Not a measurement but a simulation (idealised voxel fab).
Process module, titled voxel capacitor over wiring
cross-section cut | 225 nm wide | cells 5 nm
Cross-section = grid of square cells, listed top down in bands; band = one or more rows.
Heights first: top, then bottom, in nm. Then materials, left to right, each with a width in nm. "everywhere" on a single material: fills the band edge to edge. "air": empty space.
All heights in this document are referenced to 0, defined as the level beneath which the wafer, as received, consists entirely of one material. The lowest band is not bounded below; it extends indefinitely downward and is written in the form "0..down".
A width such as "30->40" changes by the same amount from each row of cells to the next, from the band's top row to its bottom row.
The cross-section has no changed cell in any step marked "no modification".
"Enclosed cavities" specifies each empty space that is not open to the top and that occupies no fewer than 8 cells, using the form width x height at distance, the distance measured from the left edge and all three quantities in nm.
On each step's line, the part that comes after the settings is the simulator's own comment on the step.
"overlay nm" denotes, for a step that has a mask, the displacement of the mask to the right of its planned place, with negative values corresponding to the left.
[This section lists the process steps that were planned]
1,RECEIVE | material Si
2,CONFORMAL_DEP | material SiO2 | thk nm 10
3,CONFORMAL_DEP | material SiN | thk nm 5
4,DIRECTIONAL_DEP | material lowk | thk nm 25
5,DIRECTIONAL_DEP | material aC | thk nm 15
6,PATTERN | tone open | mask id METAL_1 | material resist | width nm 25 | pitch nm 80 | thk nm 30 | overlay nm 0
7,DIRECTIONAL_ETCH | etch materials aC | depth nm 15
8,STRIP | etch materials resist
9,DIRECTIONAL_ETCH | etch materials lowk | depth nm 25
10,DIRECTIONAL_ETCH | etch materials SiN | depth nm 5
11,STRIP | etch materials aC
12,CONFORMAL_DEP | material TiN | thk nm 5
13,FILL_DEP | material Ru | thk nm 5
14,CMP | height nm 40
15,EPI | material Ru | thk nm 5
16,FILL_DEP | material SiCN | thk nm 5
17,DIRECTIONAL_DEP | material lowk | thk nm 20
18,DIRECTIONAL_DEP | material aC | thk nm 10
19,PATTERN | tone open | mask id PLUG_1 | material resist | width nm 15 | thk nm 25 | overlay nm 0
20,DIRECTIONAL_ETCH | etch materials aC | depth nm 10
21,STRIP | etch materials resist
22,DIRECTIONAL_ETCH | etch materials lowk | depth nm 20
23,DIRECTIONAL_ETCH | etch materials SiCN | depth nm 5
24,STRIP | etch materials aC
25,EPI | material Ru | thk nm 10
26,EPI | material Ru | thk nm 10
27,EPI | material Ru | thk nm 5
28,DIRECTIONAL_DEP | material TiN | thk nm 10
29,DIRECTIONAL_DEP | material HfO2 | thk nm 5
30,DIRECTIONAL_DEP | material TiN | thk nm 10
31,MASKED_ETCH | tone cover | mask id UPPER_PLATE | width nm 60 | etch materials TiN | depth nm 10 | overlay nm 0
32,MASKED_ETCH | tone cover | mask id UPPER_PLATE | width nm 60 | etch materials HfO2 | depth nm 5 | overlay nm 0
33,MASKED_ETCH | tone cover | mask id LOWER_PLATE | width nm 70 | etch materials TiN | depth nm 10 | overlay nm 0
34,FILL_DEP | material SiO2 | thk nm 15
35,CMP | height nm 105
36,MASKED_ETCH | tone open | mask id PLUG_2 | width nm 15 | etch materials SiO2 | depth nm 10 | overlay nm 0
37,CONFORMAL_DEP | material TiN | thk nm 5
38,FILL_DEP | material W | thk nm 10
39,CMP | height nm 105
40,CONFORMAL_DEP | material SiCN | thk nm 5
[Wafer cross-section on receipt, i.e. after step 1]
* 0..down  Si everywhere
* Enclosed cavities: none
[Cross-section, first of two wafers, end of module, run as planned]
* 110..105  SiCN everywhere
* 105..100  SiO2 (80), TiN (5), W (5), TiN (5), SiO2 (130)
* 100..95  SiO2 (80), TiN (15), SiO2 (130)
* 95..85  SiO2 (70), TiN (60), SiO2 (95)
* 85..80  SiO2 (70), HfO2 (60), SiO2 (95)
* 80..70  SiO2 (65), TiN (70), SiO2 (90)
* 70..50  lowk (70), Ru (15), lowk (140)
* 50..45  SiCN (70), Ru (15), SiCN (140)
* 45..40  SiCN (55), Ru (35), SiCN (45), Ru (35), SiCN (55)
* 40..15  lowk (60), TiN (5), Ru (15), TiN (5), lowk (55), TiN (5), Ru (15), TiN (5), lowk (60)
* 15..10  SiN (60), TiN (25), SiN (55), TiN (25), SiN (60)
* 10..0  SiO2 everywhere
* 0..down  Si everywhere
* Enclosed cavities: none
[Wafer two, sectioned after the module: the first wafer's start, the first wafer's plan, and one mistake in how it was run]
* 110..105  SiCN everywhere
* 105..95  SiO2 (70), TiN (25), SiO2 (130)
* 95..90  SiO2 (70), HfO2 (25), TiN (35), SiO2 (95)
* 90..85  SiO2 (65), TiN (65), SiO2 (95)
* 85..80  SiO2 (65), TiN (30), HfO2 (35), SiO2 (95)
* 80..70  SiO2 (60), Ru (35), TiN (40), SiO2 (90)
* 70..50  lowk (70), Ru (15), lowk (140)
* 50..45  SiCN (70), Ru (15), SiCN (140)
* 45..40  SiCN (55), Ru (35), SiCN (45), Ru (35), SiCN (55)
* 40..15  lowk (60), TiN (5), Ru (15), TiN (5), lowk (55), TiN (5), Ru (15), TiN (5), lowk (60)
* 15..10  SiN (60), TiN (25), SiN (55), TiN (25), SiN (60)
* 10..0  SiO2 everywhere
* 0..down  Si everywhere
* Enclosed cavities: none
Want to know what went wrong? one of the like steps 25 and 26 was run twice, and which one is unknowable
Bottom line after processing is that, in cells, the second wafer is up or down on some materials versus the first: Ru: 14 more, SiO2: 8 fewer, TiN: 5 fewer, W: 1 fewer
